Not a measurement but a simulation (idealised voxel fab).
Title: Process Module voxel wiring stack
The width of the displayed cross-section, cut, is 220 nm; its cells are square, with a size of 5 nm.
A cross-section in this document is a grid of square cells, and it is written down as bands, the top band listed before the ones below it; a band is made up of one or more rows of cells.
Each band's line starts with the height of the band's top and of its bottom, in nm. Then come its materials from left to right, each with its width in nm. One material with "all across" fills the band from edge to edge. "air" is empty space.
Below 0: as-received wafer, all one material; heights counted from there. Lowest band: no bottom, goes on down, written "0 down".
Width "30 to 40": first value at the band's top row of cells, second value at its bottom row, equal change from row to row.
"no modifications" (step): cross-section cells unchanged, all of them.
"Enclosed cavities" contains a list of empty spaces, each no smaller than 8 cells and without an open way to the top, written in the form width x height at distance with the distance from the left edge and all three in nm.
Formally, on a step line, whatever follows the settings is a remark that the simulator itself makes on the step.
What "overlay nm" on a step's line means: if the step has a mask, that mask lay this far to the right of its planned place, or, when the value is negative, to the left.

Planned process steps:
1: RECEIVE, material Si
2: CONFORMAL_DEP, material SiO2, thk nm 10
3: CONFORMAL_DEP, material SiN, thk nm 5
4: DIRECTIONAL_DEP, material lowk, thk nm 20
5: MASKED_ETCH, tone open, mask id METAL_1, width nm 30, pitch nm 50, etch materials lowk, depth nm 20, overlay nm 0
6: MASKED_ETCH, tone open, mask id METAL_1, width nm 30, pitch nm 50, etch materials SiN, depth nm 5, overlay nm 0
7: CONFORMAL_DEP, material TiN, thk nm 5
8: FILL_DEP, material Cu, thk nm 10
9: CMP, height nm 35
10: EPI, material Ru, thk nm 5
11: FILL_DEP, material SiCN, thk nm 5
12: DIRECTIONAL_DEP, material lowk, thk nm 20
13: MASKED_ETCH, tone open, mask id PLUG_1, width nm 15, etch materials lowk, depth nm 20, overlay nm 0
14: MASKED_ETCH, tone open, mask id PLUG_1, width nm 15, etch materials SiCN, depth nm 5, overlay nm 0
15: EPI, material Ru, thk nm 10
16: EPI, material Ru, thk nm 10
17: EPI, material Ru, thk nm 5
18: CONFORMAL_DEP, material SiN, thk nm 5
19: DIRECTIONAL_DEP, material lowk, thk nm 25
20: MASKED_ETCH, tone open, mask id METAL_2, width nm 30, pitch nm 50, etch materials lowk, depth nm 25, overlay nm 0
21: MASKED_ETCH, tone open, mask id METAL_2, width nm 30, pitch nm 50, etch materials SiN, depth nm 5, overlay nm 0
22: CONFORMAL_DEP, material TiN, thk nm 5
23: FILL_DEP, material W, thk nm 10
24: CMP, height nm 95
25: CONFORMAL_DEP, material SiCN, thk nm 5
26: DIRECTIONAL_DEP, material SiO2, thk nm 15
27: PATTERN, tone open, mask id PLUG_2, material resist, width nm 15, pitch nm 50, thk nm 20, overlay nm 0
28: DIRECTIONAL_ETCH, etch materials SiO2, depth nm 15
29: DIRECTIONAL_ETCH, etch materials SiCN, depth nm 5
30: STRIP, etch materials resist
31: EPI, material Ru, thk nm 10
32: EPI, material Ru, thk nm 10
33: CONFORMAL_DEP, material SiCN, thk nm 5
34: DIRECTIONAL_DEP, material SiO2, thk nm 15
35: MASKED_ETCH, tone open, mask id METAL_3, width nm 30, pitch nm 50, etch materials SiO2, depth nm 15, overlay nm 0
36: MASKED_ETCH, tone open, mask id METAL_3, width nm 30, pitch nm 50, etch materials SiCN, depth nm 5, overlay nm 0
37: CONFORMAL_DEP, material TiN, thk nm 5
38: FILL_DEP, material W, thk nm 5
39: CMP, height nm 135
40: EPI, material Ru, thk nm 5
41: FILL_DEP, material SiCN, thk nm 5
42: DIRECTIONAL_DEP, material SiO2, thk nm 10
43: MASKED_ETCH, tone open, mask id PLUG_3, width nm 15, pitch nm 50, etch materials SiO2, depth nm 10, overlay nm 0
44: MASKED_ETCH, tone open, mask id PLUG_3, width nm 15, pitch nm 50, etch materials SiCN, depth nm 5, overlay nm 0
45: EPI, material Ru, thk nm 10
46: EPI, material Ru, thk nm 5
47: CONFORMAL_DEP, material SiCN, thk nm 5
48: DIRECTIONAL_DEP, material lowk, thk nm 15
49: MASKED_ETCH, tone open, mask id METAL_4, width nm 30, pitch nm 50, etch materials lowk, depth nm 15, overlay nm 0
50: MASKED_ETCH, tone open, mask id METAL_4, width nm 30, pitch nm 50, etch materials SiCN, depth nm 5, overlay nm 0
51: CONFORMAL_DEP, material TiN, thk nm 5
52: FILL_DEP, material W, thk nm 10
53: CMP, height nm 175
54: CONFORMAL_DEP, material SiCN, thk nm 5

Here's what the wafer looked like in cross-section when it arrived - that's after step 1:
  0 down = Si all across
  Enclosed cavities: none

Looking at the first of two wafers in cross-section at end of module - ran to plan:
  180 to 175 = SiCN all across
  175 to 160 = lowk (70); TiN (5); W (20); TiN (5); lowk (20); TiN (5); W (20); TiN (5); lowk (70)
  160 to 155 = SiCN (70); TiN (30); SiCN (20); TiN (30); SiCN (70)
  155 to 145 = SiO2 (70); Ru (15); SiO2 (35); Ru (15); SiO2 (85)
  145 to 135 = SiCN (70 to 65); Ru (15 to 40); SiCN (35 to 10); Ru (15 to 40); SiCN (85 to 65)
  135 to 120 = SiO2 (70); TiN (5); W (20); TiN (5); SiO2 (20); TiN (5); W (20); TiN (5); SiO2 (70)
  120 to 115 = SiCN (70); TiN (30); SiCN (20); TiN (30); SiCN (70)
  115 to 100 = SiO2 (70); Ru (15); SiO2 (35); Ru (15); SiO2 (85)
  100 to 95 = SiCN (70); Ru (15); SiCN (35); Ru (15); SiCN (85)
  95 to 70 = lowk (70); TiN (5); W (20); TiN (5); lowk (20); TiN (5); W (20); TiN (5); lowk (70)
  70 to 65 = SiN (70); TiN (30); SiN (20); TiN (30); SiN (70)
  65 to 45 = lowk (70); Ru (15); lowk (135)
  45 to 40 = SiCN (70); Ru (15); SiCN (135)
  40 to 35 = SiCN (65); Ru (40); SiCN (10); Ru (40); SiCN (65)
  35 to 15 = lowk (70); TiN (5); Cu (20); TiN (5); lowk (20); TiN (5); Cu (20); TiN (5); lowk (70)
  15 to 10 = SiN (70); TiN (30); SiN (20); TiN (30); SiN (70)
  10 to 0 = SiO2 all across
  0 down = Si all across
  Enclosed cavities: none

Cross-section, second wafer: same start as the first, same plan as the first, one mistake in running it; taken at the end of the module:
  180 to 175 = SiCN all across
  175 to 160 = lowk (70); TiN (5); W (20); TiN (5); lowk (20); TiN (5); W (20); TiN (5); lowk (70)
  160 to 155 = SiCN (70); TiN (30); SiCN (20); TiN (30); SiCN (70)
  155 to 145 = SiO2 (70); Ru (15); SiO2 (35); Ru (15); SiO2 (85)
  145 to 135 = SiCN (70 to 65); Ru (15 to 40); SiCN (35 to 10); Ru (15 to 40); SiCN (85 to 65)
  135 to 120 = SiO2 (70); TiN (5); W (20); TiN (5); SiO2 (20); TiN (5); W (20); TiN (5); SiO2 (70)
  120 to 115 = SiCN (70); TiN (30); SiCN (20); TiN (30); SiCN (70)
  115 to 100 = SiO2 (70); Ru (15); SiO2 (35); Ru (15); SiO2 (85)
  100 to 95 = SiCN (70); Ru (15); SiCN (35); Ru (15); SiCN (85)
  95 to 75 = lowk (70); TiN (5); W (25); TiN (5); lowk (15); TiN (5); W (25); TiN (5); lowk (65)
  75 to 70 = lowk (70); TiN (5); W (20); TiN (10); lowk (15); TiN (5); W (20); TiN (10); lowk (65)
  70 to 65 = SiN (70); TiN (30); SiN (20); TiN (30); SiN (70)
  65 to 45 = lowk (70); Ru (15); lowk (135)
  45 to 40 = SiCN (70); Ru (15); SiCN (135)
  40 to 35 = SiCN (65); Ru (40); SiCN (10); Ru (40); SiCN (65)
  35 to 15 = lowk (70); TiN (5); Cu (20); TiN (5); lowk (20); TiN (5); Cu (20); TiN (5); lowk (70)
  15 to 10 = SiN (70); TiN (30); SiN (20); TiN (30); SiN (70)
  10 to 0 = SiO2 all across
  0 down = Si all across
  Enclosed cavities: none
Finding, execution versus plan: off-plan run, step 20, actual operation and settings MASKED_ETCH, tone open, mask id METAL_2, width nm 35, pitch nm 50, etch materials lowk, depth nm 25, overlay nm 0
Once processing is complete, comparing cell counts shows that the second wafer has more or fewer of certain materials than the first: TiN +2 | W +8 | lowk -10
